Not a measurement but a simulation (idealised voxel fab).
You're looking at the process module voxel self aligned vias.
Shown is cross-section cut, with a width of 285 nm and square cells of size 5 nm.
In what follows, cross-sections appear as grids of square cells, described through bands that run from the top down, where every band is one or more rows of cells.
Heads up on the band format: heights come first, top then bottom, in nm. After that it's the materials left to right, each with its width in nm. A single material flagged "everywhere" fills the whole band edge to edge, and "empty" means there's empty space there.
Zero point of the height axis is 0; under it, received wafer = one material. Lowest band: continues down indefinitely, "from 0 down".
Read "30..40" as a graded width: first number on top, second number at the bottom, same change between each pair of neighbouring rows.
"no modification", as given for a step, is the statement that not any cell of the cross-section underwent a change during that step.
"Closed cavities": sealed empty spaces, 8 cells or more, no open way to top, listed width x height at distance, with distance from the left edge and width, height and distance in nm.
Step line, after settings: the simulator's comment on this step.
overlay nm: on a step with a mask, how far right of its planned place the mask lay; negative means left.

-- Intended process steps
step 1: RECEIVE,material Si
step 2: CONFORMAL_DEP,material SiO2,thk nm 15
step 3: CONFORMAL_DEP,material SiCN,thk nm 5
step 4: DIRECTIONAL_DEP,material SiO2,thk nm 25
step 5: DIRECTIONAL_DEP,material aC,thk nm 15
step 6: PATTERN,tone open,mask id LINES,material resist,width nm 25,pitch nm 60,thk nm 35,overlay nm 0
step 7: DIRECTIONAL_ETCH,etch materials aC,depth nm 15
step 8: STRIP,etch materials resist
step 9: DIRECTIONAL_ETCH,etch materials SiO2,depth nm 25
step 10: STRIP,etch materials aC
step 11: CONFORMAL_DEP,material TiN,thk nm 5
step 12: FILL_DEP,material W,thk nm 5
step 13: CMP,height nm 45
step 14: SELECTIVE_ETCH,etch materials W Ru TiN,depth nm 10
step 15: FILL_DEP,material SiN,thk nm 5
step 16: CMP,height nm 45
step 17: DIRECTIONAL_DEP,material SiO2,thk nm 15
step 18: MASKED_ETCH,tone open,mask id VIAS,width nm 25,etch materials SiO2,depth nm 15,overlay nm 0
step 19: MASKED_ETCH,tone open,mask id VIAS,width nm 35,etch materials SiN,depth nm 10,overlay nm 0
step 20: CONFORMAL_DEP,material TiN,thk nm 5
step 21: FILL_DEP,material Ru,thk nm 5
step 22: CMP,height nm 60
step 23: CONFORMAL_DEP,material SiN,thk nm 5
Heads up: all these wafers start the same, and what changes between them is the width nm in step 18. The value you see in the plan is just what the first wafer got.

-- Cross-section of the first incoming wafer of several, state after step 1
from 0 down: Si everywhere
Closed cavities: none

-- The following table contains a row per wafer, in which are reported, at the conclusion of the module, the cells of each material gained (+) or lost (-) since the wafer's receipt, with its closed voids given thereafter
width nm 25, +12 Ru, +57 SiCN, +67 SiN, +562 SiO2, +31 TiN, +12 W, Closed cavities: none
width nm 30, +14 Ru, +57 SiCN, +67 SiN, +559 SiO2, +32 TiN, +12 W, Closed cavities: none
width nm 35, +16 Ru, +57 SiCN, +67 SiN, +556 SiO2, +33 TiN, +12 W, Closed cavities: none
width nm 40, +18 Ru, +57 SiCN, +67 SiN, +553 SiO2, +34 TiN, +12 W, Closed cavities: none
width nm 45, +20 Ru, +57 SiCN, +67 SiN, +550 SiO2, +35 TiN, +12 W, Closed cavities: none
width nm 50, +22 Ru, +57 SiCN, +67 SiN, +547 SiO2, +36 TiN, +12 W, Closed cavities: none
